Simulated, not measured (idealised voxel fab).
This is a process module. Its name is voxel ribs on slabs.
FYI the section here is cut, 270 nm wide, cells are 5 nm squares.
Cross-section format: a grid of square cells, given as bands from top to bottom; each band is one or more rows of cells. Band: top height; bottom height; in nm. Then, left to right: material with width in nm, for each material. "everywhere": a single material spanning edge to edge. "empty": empty space. Height datum 0, below which the as-received substrate wafer is one material. Lowest band open at the bottom, running downward: "z 0 and below". Width "30..40": first value at the band's top row of cells, second value at its bottom row, equal change from row to row. Key: "no alteration" - step with no changed cell in the cross-section. The label "Sealed internal voids" introduces a list of the empty spaces, 8 cells or larger, that have no open way up to the top; each entry in it reads width x height at distance, where the distance is taken from the left edge and all three are stated in nm. Heads up: the bit after the settings on a step's line is the simulator's remark on that step. "overlay nm", when on a step's line for a step with a mask, measures how far to the right of its planned place the mask lay; a negative measure means to the left.

Process steps (planned)
step 1: op RECEIVE | material Si
step 2: op DIRECTIONAL_DEP | material SiO2 | thk nm 25
step 3: op DIRECTIONAL_DEP | material SiN | thk nm 20
step 4: op PATTERN | tone cover | mask id RIB | material resist | width nm 30 | thk nm 15 | overlay nm 0
step 5: op DIRECTIONAL_ETCH | etch materials SiN | depth nm 15
step 6: op STRIP | etch materials resist
step 7: op MASKED_ETCH | tone cover | mask id SLAB | width nm 80 | etch materials SiN | depth nm 5 | overlay nm 0
step 8: op FILL_DEP | material SiO2 | thk nm 25
step 9: op CMP | height nm 65
step 10: op DIRECTIONAL_DEP | material TiN | thk nm 5
step 11: op DIRECTIONAL_DEP | material aC | thk nm 15
step 12: op PATTERN | tone cover | mask id HEATER | material resist | width nm 40 | thk nm 35 | overlay nm 0
step 13: op DIRECTIONAL_ETCH | etch materials aC | depth nm 15
step 14: op STRIP | etch materials resist
step 15: op DIRECTIONAL_ETCH | etch materials TiN | depth nm 5
step 16: op STRIP | etch materials aC
step 17: op CONFORMAL_DEP | material SiO2 | thk nm 10

The cross-section here shows the wafer as received, i.e. in its state after step 1
  z 0 and below = Si everywhere
  Sealed internal voids: none

First wafer of two, sectioned at end of module; run went per plan
  z 80 to 75 = 105 of empty, then 60 of SiO2, then 105 of empty
  z 75 to 70 = SiO2 everywhere
  z 70 to 65 = 115 of SiO2, then 40 of TiN, then 115 of SiO2
  z 65 to 45 = SiO2 everywhere
  z 45 to 30 = 120 of SiO2, then 30 of SiN, then 120 of SiO2
  z 30 to 25 = 95 of SiO2, then 80 of SiN, then 95 of SiO2
  z 25 to 0 = SiO2 everywhere
  z 0 and below = Si everywhere
  Sealed internal voids: none

End of module, second wafer, cross-section. Started like the first, planned like the first, run with one mistake
  z 70 to 65 = 115 of empty, then 40 of TiN, then 115 of empty
  z 65 to 45 = SiO2 everywhere
  z 45 to 30 = 120 of SiO2, then 30 of SiN, then 120 of SiO2
  z 30 to 25 = 95 of SiO2, then 80 of SiN, then 95 of SiO2
  z 25 to 0 = SiO2 everywhere
  z 0 and below = Si everywhere
  Sealed internal voids: none
What went wrong in running the wafer? plan step 17 skipped
The closing comparison, in cells, has the second wafer with more or fewer of some materials than the first: -112 SiO2
